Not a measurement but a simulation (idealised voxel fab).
The process module that follows is named voxel trench capacitor.
This is section cut - it's 190 nm across, gridded in 5 nm square cells.
Cross-section = grid of square cells, listed top down in bands; band = one or more rows.
Band: top and bottom heights (nm) first, top before bottom; then materials from left to right, widths in nm. "everywhere" marks a sole material filling the band edge to edge. "air" denotes empty space.
Convention: height 0 is the level below which the wafer, as received, is all one material. The lowest band does not terminate at the bottom but continues downward, represented as "top 0, no bottom".
The width entry "30 to 40" should be interpreted row by row: the top row of cells in the band takes the first number, the bottom row takes the second number, and the change between adjacent rows is uniform throughout.
It should be understood that the words "no change", when stated for a given step, signify that the cross-section underwent no change in any of its cells during that step.
For the entry "Unvented cavities", the listed items are empty spaces with no open way to the top whose size is 8 cells or more; each item follows the pattern width x height at distance, where distance is from the left edge and all three are in nm.
On each step's line, the part that comes after the settings is the simulator's own comment on the step.
The optional step-line setting "overlay nm" applies to steps with a mask and quantifies how far to the right of its planned location the mask lay, a negative value indicating leftward placement.

[Process steps - plan]
1. RECEIVE: material Si
2. CONFORMAL_DEP: material SiN, thk nm 5
3. DIRECTIONAL_DEP: material aC, thk nm 15
4. PATTERN: tone open, mask id TRENCH, material resist, width nm 25, pitch nm 40, thk nm 35, overlay nm 0
5. DIRECTIONAL_ETCH: etch materials aC, depth nm 15
6. STRIP: etch materials resist
7. DIRECTIONAL_ETCH: etch materials SiN, depth nm 5
8. DIRECTIONAL_ETCH: etch materials Si, depth nm 30
9. STRIP: etch materials aC
10. CONFORMAL_DEP: material HfO2, thk nm 5
11. CONFORMAL_DEP: material TiN, thk nm 5
12. FILL_DEP: material W, thk nm 10
13. CMP: height nm 5

[This is the cross-section of the wafer as we received it, i.e. after step 1]
> top 0, no bottom = Si everywhere
> Unvented cavities: none

[End state of the module in cross-section, given the above starting point and plan and one mistake in execution]
> top 5, bottom 0 = SiN (60) | TiN (5) | HfO2 (5) | W (5) | HfO2 (5) | TiN (5) | SiN (15) | TiN (5) | HfO2 (5) | W (5) | HfO2 (5) | TiN (5) | SiN (65)
> top 0, bottom -20 = Si (60) | TiN (5) | HfO2 (5) | W (5) | HfO2 (5) | TiN (5) | Si (15) | TiN (5) | HfO2 (5) | W (5) | HfO2 (5) | TiN (5) | Si (65)
> top -20, bottom -25 = Si (60) | TiN (5) | HfO2 (15) | TiN (5) | Si (15) | TiN (5) | HfO2 (15) | TiN (5) | Si (65)
> top -25, bottom -30 = Si (60) | TiN (25) | Si (15) | TiN (25) | Si (65)
> top -30, no bottom = Si everywhere
> Unvented cavities: none
Against the plan, the run slipped here: step 10 ran in the slot meant for step 11, and vice versa
